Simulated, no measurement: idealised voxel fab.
Process module in this document: voxel gate over fins
Shown is cross-section cut, with a width of 200 nm and square cells of size 5 nm.
Heads up, the way a cross-section reads in here is a grid of square cells, handed over as bands from the top down, with every band being one or more rows of cells.
Read a band's entry like this: the first values are the height of its top and the height of its bottom in nm, and what follows is the sequence of materials from left to right, each with its width in nm. Note that "blank" is empty space, and that a single material marked "all across" reaches across the band from edge to edge.
Where do heights start? At 0: under that level the wafer as delivered is made of one material only. And the lowest band has no floor; it just carries on downward, as in "0..down".
The two numbers in a width such as "30->40" mark its ends across the band: the first belongs to the top row of cells, the second to the bottom row, and from each row to the next the width moves by the same amount.
For the purposes of this document, the phrase "stayed the same" attached to a step denotes that no cell within the cross-section was modified by that step.
Empty spaces without an open route to the top, at least 8 cells in extent, make up the entry "Enclosed empty spaces"; each is given as width x height at distance, where the distance is measured from the left edge, and all are in nm.
Where a step's line continues beyond its settings, the continuation is a remark by the simulator itself on that step.
A step's line can hold "overlay nm"; with a mask on that step, the setting says how far right of the planned place the mask lay, while a negative setting says it lay to the left.
BELOW IS THE LIST OF PLANNED PROCESS STEPS
1. RECEIVE (material Si)
2. CONFORMAL_DEP (material SiN; thk nm 5)
3. PATTERN (tone cover; mask id FINS; material resist; width nm 15; pitch nm 50; thk nm 15; overlay nm 0)
4. DIRECTIONAL_ETCH (etch materials SiN; depth nm 5)
5. DIRECTIONAL_ETCH (etch materials Si; depth nm 30)
6. STRIP (etch materials resist)
7. FILL_DEP (material SiO2; thk nm 15)
8. CMP (height nm 5)
9. MASKED_ETCH (tone open; mask id RAIL; width nm 15; etch materials SiO2; depth nm 30; overlay nm -15)
10. CONFORMAL_DEP (material TiN; thk nm 5)
11. FILL_DEP (material W; thk nm 5)
12. CMP (height nm 5)
13. SELECTIVE_ETCH (etch materials W Ru TiN; depth nm 25)
14. FILL_DEP (material SiO2; thk nm 5)
15. CMP (height nm 5)
16. SELECTIVE_ETCH (etch materials SiO2; depth nm 15)
17. STRIP (etch materials SiN)
18. CONFORMAL_DEP (material HfO2; thk nm 5)
19. CONFORMAL_DEP (material TiN; thk nm 5)
20. FILL_DEP (material W; thk nm 15)
21. CMP (height nm 20)
22. CONFORMAL_DEP (material SiN; thk nm 5)
Split variable: overlay nm, step 9. Plan value = first wafer. Wafers start alike.
AS-RECEIVED CROSS-SECTION, FIRST OF SEVERAL WAFERS, POST STEP 1
	0..down | Si all across
	Enclosed empty spaces: none
WAFER ROWS, END OF MODULE: CELLS PER MATERIAL GAINED (+) OR LOST (-) SINCE RECEIPT; CLOSED VOIDS LAST
overlay nm -15 | +56 HfO2 | -168 Si | +40 SiN | +110 SiO2 | +58 TiN | +104 W | Enclosed empty spaces: none
overlay nm -10 | +56 HfO2 | -168 Si | +40 SiN | +109 SiO2 | +59 TiN | +104 W | Enclosed empty spaces: none
overlay nm -5 | +56 HfO2 | -168 Si | +40 SiN | +109 SiO2 | +59 TiN | +104 W | Enclosed empty spaces: none
overlay nm 0 | +56 HfO2 | -168 Si | +40 SiN | +109 SiO2 | +59 TiN | +104 W | Enclosed empty spaces: none
overlay nm 5 | +56 HfO2 | -168 Si | +40 SiN | +109 SiO2 | +59 TiN | +104 W | Enclosed empty spaces: none
overlay nm 10 | +56 HfO2 | -168 Si | +40 SiN | +109 SiO2 | +59 TiN | +104 W | Enclosed empty spaces: none
overlay nm 15 | +56 HfO2 | -168 Si | +40 SiN | +110 SiO2 | +58 TiN | +104 W | Enclosed empty spaces: none
